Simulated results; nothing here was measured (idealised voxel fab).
Process module in this document: voxel capacitor over wiring
The cross-section on display is named cut; it measures 170 nm wide, and its cells are 5 nm squares.
Format of a cross-section: grid, square cells. Given as bands. Order: top down. Band: one or more rows of cells. In this notation a band is specified by the heights of its top and bottom, in that order and in nm, after which its materials appear from left to right, each paired with its width in nm. The word "full width" attached to a single material means that material fills the band from edge to edge; the word "air" stands for empty space. Heights from 0 (as-received wafer is one material below). Bottom band endless downward, as "0 nm and below". A width such as "30..40" changes by the same amount from each row of cells to the next, from the band's top row to its bottom row. The designation "same as before", where it is given for a processing step, indicates that no cell of the cross-section was altered in the course of that step. Voids not open to the top, 8 cells minimum: see "Fully sealed cavities". Written width x height at distance; distance is from the left edge; nm. Read whatever lies past the settings on a step's line as the simulator's own remark about the step. overlay nm: right-of-plan distance of the mask on a masked step; negative values mean left-of-plan.
### Steps planned for the process
1,op RECEIVE | material Si
2,op CONFORMAL_DEP | material SiO2 | thk nm 15
3,op DIRECTIONAL_DEP | material TiN | thk nm 5
4,op DIRECTIONAL_DEP | material W | thk nm 20
5,op PATTERN | tone cover | mask id METAL_1 | material resist | width nm 20 | pitch nm 75 | thk nm 15 | overlay nm 0
6,op DIRECTIONAL_ETCH | etch materials W | depth nm 20
7,op DIRECTIONAL_ETCH | etch materials TiN | depth nm 5
8,op STRIP | etch materials resist
9,op CONFORMAL_DEP | material SiCN | thk nm 5
10,op FILL_DEP | material lowk | thk nm 10
11,op CMP | height nm 40
12,op CONFORMAL_DEP | material SiCN | thk nm 5
13,op DIRECTIONAL_DEP | material lowk | thk nm 20
14,op MASKED_ETCH | tone open | mask id PLUG_1 | width nm 15 | etch materials lowk | depth nm 20 | overlay nm 0
15,op MASKED_ETCH | tone open | mask id PLUG_1 | width nm 15 | etch materials SiCN | depth nm 5 | overlay nm 0
16,op EPI | material Ru | thk nm 10
17,op EPI | material Ru | thk nm 10
18,op EPI | material Ru | thk nm 5
19,op DIRECTIONAL_DEP | material TiN | thk nm 10
20,op DIRECTIONAL_DEP | material SiN | thk nm 5
21,op DIRECTIONAL_DEP | material TiN | thk nm 5
22,op DIRECTIONAL_DEP | material aC | thk nm 15
23,op PATTERN | tone cover | mask id UPPER_PLATE | material resist | width nm 60 | thk nm 30 | overlay nm 0
24,op DIRECTIONAL_ETCH | etch materials aC | depth nm 15
25,op STRIP | etch materials resist
26,op DIRECTIONAL_ETCH | etch materials TiN | depth nm 5
27,op DIRECTIONAL_ETCH | etch materials SiN | depth nm 5
28,op STRIP | etch materials aC
29,op DIRECTIONAL_DEP | material aC | thk nm 15
30,op PATTERN | tone cover | mask id LOWER_PLATE | material resist | width nm 70 | thk nm 30 | overlay nm 0
31,op DIRECTIONAL_ETCH | etch materials aC | depth nm 15
32,op STRIP | etch materials resist
33,op DIRECTIONAL_ETCH | etch materials TiN | depth nm 10
34,op STRIP | etch materials aC
35,op FILL_DEP | material SiO2 | thk nm 20
36,op CMP | height nm 100
37,op MASKED_ETCH | tone open | mask id PLUG_2 | width nm 15 | etch materials SiO2 | depth nm 15 | overlay nm 0
38,op CONFORMAL_DEP | material TiN | thk nm 5
39,op FILL_DEP | material W | thk nm 5
40,op CMP | height nm 100
41,op CONFORMAL_DEP | material SiCN | thk nm 5
### So, the first of our two wafers, run just as we planned it
### Wafer as received: cross-section following step 1
- 0 nm and below: Si full width
- Fully sealed cavities: none
### The wafer in cross-section once step 2 is complete
- 15 nm to 0 nm: SiO2 full width
- Rest of section, below 0: as before.
### The wafer in cross-section once step 3 is complete
- 20 nm to 15 nm: TiN full width
- Rest of section, below 15: as before.
### The wafer in cross-section once step 4 is complete
- 40 nm to 20 nm: W full width
- Rest of section, below 20: as before.
### The wafer in cross-section once step 5 is complete
- 55 nm to 40 nm: air: 35 | resist: 20 | air: 55 | resist: 20 | air: 40
- Rest of section, below 40: as before.
### The wafer in cross-section once step 6 is complete
- 55 nm to 40 nm: air: 35 | resist: 20 | air: 55 | resist: 20 | air: 40
- 40 nm to 20 nm: air: 35 | W: 20 | air: 55 | W: 20 | air: 40
- Rest of section, below 20: as before.
### The wafer in cross-section once step 7 is complete
- 55 nm to 40 nm: air: 35 | resist: 20 | air: 55 | resist: 20 | air: 40
- 40 nm to 20 nm: air: 35 | W: 20 | air: 55 | W: 20 | air: 40
- 20 nm to 15 nm: air: 35 | TiN: 20 | air: 55 | TiN: 20 | air: 40
- Rest of section, below 15: as before.
### The wafer in cross-section once step 8 is complete
- 40 nm to 20 nm: air: 35 | W: 20 | air: 55 | W: 20 | air: 40
- Rest of section, below 20: as before.
### The wafer in cross-section once step 9 is complete
- 45 nm to 40 nm: air: 30 | SiCN: 30 | air: 45 | SiCN: 30 | air: 35
- 40 nm to 20 nm: air: 30 | SiCN: 5 | W: 20 | SiCN: 5 | air: 45 | SiCN: 5 | W: 20 | SiCN: 5 | air: 35
- 20 nm to 15 nm: SiCN: 35 | TiN: 20 | SiCN: 55 | TiN: 20 | SiCN: 40
- Rest of section, below 15: as before.
### The wafer in cross-section once step 10 is complete
- 55 nm to 45 nm: lowk full width
- 45 nm to 40 nm: lowk: 30 | SiCN: 30 | lowk: 45 | SiCN: 30 | lowk: 35
- 40 nm to 20 nm: lowk: 30 | SiCN: 5 | W: 20 | SiCN: 5 | lowk: 45 | SiCN: 5 | W: 20 | SiCN: 5 | lowk: 35
- Rest of section, below 20: as before.
### The wafer in cross-section once step 11 is complete
- 40 nm to 20 nm: lowk: 30 | SiCN: 5 | W: 20 | SiCN: 5 | lowk: 45 | SiCN: 5 | W: 20 | SiCN: 5 | lowk: 35
- Rest of section, below 20: as before.
### The wafer in cross-section once step 12 is complete
- 45 nm to 40 nm: SiCN full width
- Rest of section, below 40: as before.
### The wafer in cross-section once step 13 is complete
- 65 nm to 45 nm: lowk full width
- Rest of section, below 45: as before.
### The wafer in cross-section once step 14 is complete
- 65 nm to 45 nm: lowk: 40 | air: 15 | lowk: 115
- Rest of section, below 45: as before.
### The wafer in cross-section once step 15 is complete
- 65 nm to 45 nm: lowk: 40 | air: 15 | lowk: 115
- 45 nm to 40 nm: SiCN: 40 | air: 15 | SiCN: 115
- Rest of section, below 40: as before.
### The wafer in cross-section once step 16 is complete
- 65 nm to 50 nm: lowk: 40 | air: 15 | lowk: 115
- 50 nm to 45 nm: lowk: 40 | Ru: 15 | lowk: 115
- 45 nm to 40 nm: SiCN: 40 | Ru: 15 | SiCN: 115
- Rest of section, below 40: as before.
### The wafer in cross-section once step 17 is complete
- 65 nm to 60 nm: lowk: 40 | air: 15 | lowk: 115
- 60 nm to 45 nm: lowk: 40 | Ru: 15 | lowk: 115
- Rest of section, below 45: as before.
### The wafer in cross-section once step 18 is complete
- 65 nm to 45 nm: lowk: 40 | Ru: 15 | lowk: 115
- Rest of section, below 45: as before.
### The wafer in cross-section once step 19 is complete
- 75 nm to 65 nm: TiN full width
- Rest of section, below 65: as before.
### The wafer in cross-section once step 20 is complete
- 80 nm to 75 nm: SiN full width
- Rest of section, below 75: as before.
### The wafer in cross-section once step 21 is complete
- 85 nm to 80 nm: TiN full width
- Rest of section, below 80: as before.
### The wafer in cross-section once step 22 is complete
- 100 nm to 85 nm: aC full width
- Rest of section, below 85: as before.
### The wafer in cross-section once step 23 is complete
- 130 nm to 100 nm: air: 40 | resist: 60 | air: 70
- Rest of section, below 100: as before.
### The wafer in cross-section once step 24 is complete
- 115 nm to 100 nm: air: 40 | resist: 60 | air: 70
- 100 nm to 85 nm: air: 40 | aC: 60 | air: 70
- Rest of section, below 85: as before.
### The wafer in cross-section once step 25 is complete
- 100 nm to 85 nm: air: 40 | aC: 60 | air: 70
- Rest of section, below 85: as before.
### The wafer in cross-section once step 26 is complete
- 100 nm to 85 nm: air: 40 | aC: 60 | air: 70
- 85 nm to 80 nm: air: 40 | TiN: 60 | air: 70
- Rest of section, below 80: as before.
### The wafer in cross-section once step 27 is complete
- 100 nm to 85 nm: air: 40 | aC: 60 | air: 70
- 85 nm to 80 nm: air: 40 | TiN: 60 | air: 70
- 80 nm to 75 nm: air: 40 | SiN: 60 | air: 70
- Rest of section, below 75: as before.
### The wafer in cross-section once step 28 is complete
- 85 nm to 80 nm: air: 40 | TiN: 60 | air: 70
- Rest of section, below 80: as before.
### The wafer in cross-section once step 29 is complete
- 100 nm to 90 nm: air: 40 | aC: 60 | air: 70
- 90 nm to 85 nm: aC full width
- 85 nm to 80 nm: aC: 40 | TiN: 60 | aC: 70
- 80 nm to 75 nm: aC: 40 | SiN: 60 | aC: 70
- Rest of section, below 75: as before.
### The wafer in cross-section once step 30 is complete
- 130 nm to 100 nm: air: 35 | resist: 70 | air: 65
- 100 nm to 90 nm: air: 35 | resist: 5 | aC: 60 | resist: 5 | air: 65
- Rest of section, below 90: as before.
### The wafer in cross-section once step 31 is complete
- 115 nm to 100 nm: air: 35 | resist: 70 | air: 65
- 100 nm to 90 nm: air: 35 | resist: 5 | aC: 60 | resist: 5 | air: 65
- 90 nm to 85 nm: air: 35 | aC: 70 | air: 65
- 85 nm to 80 nm: air: 35 | aC: 5 | TiN: 60 | aC: 5 | air: 65
- 80 nm to 75 nm: air: 35 | aC: 5 | SiN: 60 | aC: 5 | air: 65
- Rest of section, below 75: as before.
### The wafer in cross-section once step 32 is complete
- 100 nm to 90 nm: air: 40 | aC: 60 | air: 70
- Rest of section, below 90: as before.
### The wafer in cross-section once step 33 is complete
- 100 nm to 90 nm: air: 40 | aC: 60 | air: 70
- 90 nm to 85 nm: air: 35 | aC: 70 | air: 65
- 85 nm to 80 nm: air: 35 | aC: 5 | TiN: 60 | aC: 5 | air: 65
- 80 nm to 75 nm: air: 35 | aC: 5 | SiN: 60 | aC: 5 | air: 65
- 75 nm to 65 nm: air: 35 | TiN: 70 | air: 65
- Rest of section, below 65: as before.
### The wafer in cross-section once step 34 is complete
- 85 nm to 80 nm: air: 40 | TiN: 60 | air: 70
- 80 nm to 75 nm: air: 40 | SiN: 60 | air: 70
- Rest of section, below 75: as before.
### The wafer in cross-section once step 35 is complete
- 105 nm to 85 nm: SiO2 full width
- 85 nm to 80 nm: SiO2: 40 | TiN: 60 | SiO2: 70
- 80 nm to 75 nm: SiO2: 40 | SiN: 60 | SiO2: 70
- 75 nm to 65 nm: SiO2: 35 | TiN: 70 | SiO2: 65
- Rest of section, below 65: as before.
### The wafer in cross-section once step 36 is complete
- 100 nm to 85 nm: SiO2 full width
- Rest of section, below 85: as before.
### The wafer in cross-section once step 37 is complete
- 100 nm to 85 nm: SiO2: 50 | air: 15 | SiO2: 105
- Rest of section, below 85: as before.
### The wafer in cross-section once step 38 is complete
- 105 nm to 100 nm: TiN: 55 | air: 5 | TiN: 110
- 100 nm to 90 nm: SiO2: 50 | TiN: 5 | air: 5 | TiN: 5 | SiO2: 105
- 90 nm to 80 nm: SiO2: 50..40 | TiN: 15..60 | SiO2: 105..70
- Rest of section, below 80: as before.
### The wafer in cross-section once step 39 is complete
- 110 nm to 105 nm: W full width
- 105 nm to 100 nm: TiN: 55 | W: 5 | TiN: 110
- 100 nm to 90 nm: SiO2: 50 | TiN: 5 | W: 5 | TiN: 5 | SiO2: 105
- Rest of section, below 90: as before.
### The wafer in cross-section once step 40 is complete
- 100 nm to 90 nm: SiO2: 50 | TiN: 5 | W: 5 | TiN: 5 | SiO2: 105
- Rest of section, below 90: as before.
### The wafer in cross-section once step 41 is complete
- 105 nm to 100 nm: SiCN full width
- Rest of section, below 100: as before.
### Okay, second wafer. Nothing different at the start, nothing different in the plan, just one mistake somewhere in the running. As far as step 22, counting that step, it's the first wafer all over again
### Cross-section of the second wafer at the time step 23 of the plan should have ended
- 130 nm to 100 nm: air: 45 | resist: 55 | air: 70
- Rest of section, below 100: as before.
### Cross-section of the second wafer at the time step 24 of the plan should have ended
- 115 nm to 100 nm: air: 45 | resist: 55 | air: 70
- 100 nm to 85 nm: air: 45 | aC: 55 | air: 70
- Rest of section, below 85: as before.
### Cross-section of the second wafer at the time step 25 of the plan should have ended
- 100 nm to 85 nm: air: 45 | aC: 55 | air: 70
- Rest of section, below 85: as before.
### Cross-section of the second wafer at the time step 26 of the plan should have ended
- 100 nm to 85 nm: air: 45 | aC: 55 | air: 70
- 85 nm to 80 nm: air: 45 | TiN: 55 | air: 70
- Rest of section, below 80: as before.
### Cross-section of the second wafer at the time step 27 of the plan should have ended
- 100 nm to 85 nm: air: 45 | aC: 55 | air: 70
- 85 nm to 80 nm: air: 45 | TiN: 55 | air: 70
- 80 nm to 75 nm: air: 45 | SiN: 55 | air: 70
- Rest of section, below 75: as before.
### Cross-section of the second wafer at the time step 28 of the plan should have ended
- 85 nm to 80 nm: air: 45 | TiN: 55 | air: 70
- Rest of section, below 80: as before.
### Cross-section of the second wafer at the time step 29 of the plan should have ended
- 100 nm to 90 nm: air: 45 | aC: 55 | air: 70
- 90 nm to 85 nm: aC full width
- 85 nm to 80 nm: aC: 45 | TiN: 55 | aC: 70
- 80 nm to 75 nm: aC: 45 | SiN: 55 | aC: 70
- Rest of section, below 75: as before.
### Cross-section of the second wafer at the time step 30 of the plan should have ended
- 130 nm to 100 nm: air: 35 | resist: 70 | air: 65
- 100 nm to 90 nm: air: 35 | resist: 10 | aC: 55 | resist: 5 | air: 65
- Rest of section, below 90: as before.
### Cross-section of the second wafer at the time step 31 of the plan should have ended
- 115 nm to 100 nm: air: 35 | resist: 70 | air: 65
- 100 nm to 90 nm: air: 35 | resist: 10 | aC: 55 | resist: 5 | air: 65
- 90 nm to 85 nm: air: 35 | aC: 70 | air: 65
- 85 nm to 80 nm: air: 35 | aC: 10 | TiN: 55 | aC: 5 | air: 65
- 80 nm to 75 nm: air: 35 | aC: 10 | SiN: 55 | aC: 5 | air: 65
- Rest of section, below 75: as before.
### Cross-section of the second wafer at the time step 32 of the plan should have ended
- 100 nm to 90 nm: air: 45 | aC: 55 | air: 70
- Rest of section, below 90: as before.
### Cross-section of the second wafer at the time step 33 of the plan should have ended
- 100 nm to 90 nm: air: 45 | aC: 55 | air: 70
- 90 nm to 85 nm: air: 35 | aC: 70 | air: 65
- 85 nm to 80 nm: air: 35 | aC: 10 | TiN: 55 | aC: 5 | air: 65
- 80 nm to 75 nm: air: 35 | aC: 10 | SiN: 55 | aC: 5 | air: 65
- 75 nm to 65 nm: air: 35 | TiN: 70 | air: 65
- Rest of section, below 65: as before.
### Cross-section of the second wafer at the time step 34 of the plan should have ended
- 85 nm to 80 nm: air: 45 | TiN: 55 | air: 70
- 80 nm to 75 nm: air: 45 | SiN: 55 | air: 70
- Rest of section, below 75: as before.
### Cross-section of the second wafer at the time step 35 of the plan should have ended
- 105 nm to 85 nm: SiO2 full width
- 85 nm to 80 nm: SiO2: 45 | TiN: 55 | SiO2: 70
- 80 nm to 75 nm: SiO2: 45 | SiN: 55 | SiO2: 70
- 75 nm to 65 nm: SiO2: 35 | TiN: 70 | SiO2: 65
- Rest of section, below 65: as before.
### Cross-section of the second wafer at the time step 36 of the plan should have ended
- 100 nm to 85 nm: SiO2 full width
- Rest of section, below 85: as before.
### Cross-section of the second wafer at the time step 37 of the plan should have ended
- 100 nm to 85 nm: SiO2: 50 | air: 15 | SiO2: 105
- Rest of section, below 85: as before.
### Cross-section of the second wafer at the time step 38 of the plan should have ended
- 105 nm to 100 nm: TiN: 55 | air: 5 | TiN: 110
- 100 nm to 90 nm: SiO2: 50 | TiN: 5 | air: 5 | TiN: 5 | SiO2: 105
- 90 nm to 80 nm: SiO2: 50..45 | TiN: 15..55 | SiO2: 105..70
- Rest of section, below 80: as before.
### Cross-section of the second wafer at the time step 39 of the plan should have ended
- 110 nm to 105 nm: W full width
- 105 nm to 100 nm: TiN: 55 | W: 5 | TiN: 110
- 100 nm to 90 nm: SiO2: 50 | TiN: 5 | W: 5 | TiN: 5 | SiO2: 105
- Rest of section, below 90: as before.
### Cross-section of the second wafer at the time step 40 of the plan should have ended
- 100 nm to 90 nm: SiO2: 50 | TiN: 5 | W: 5 | TiN: 5 | SiO2: 105
- Rest of section, below 90: as before.
### Cross-section of the second wafer at the time step 41 of the plan should have ended
- 105 nm to 100 nm: SiCN full width
- Rest of section, below 100: as before.
What broke from the plan during processing? step 23 was not run as planned; what actually ran was op PATTERN | tone cover | mask id UPPER_PLATE | material resist | width nm 55 | thk nm 30 | overlay nm 0
Wafer comparison, final, in cells, second relative to first, materials more or fewer: 1 fewer of SiN; 2 more of SiO2; 1 fewer of TiN
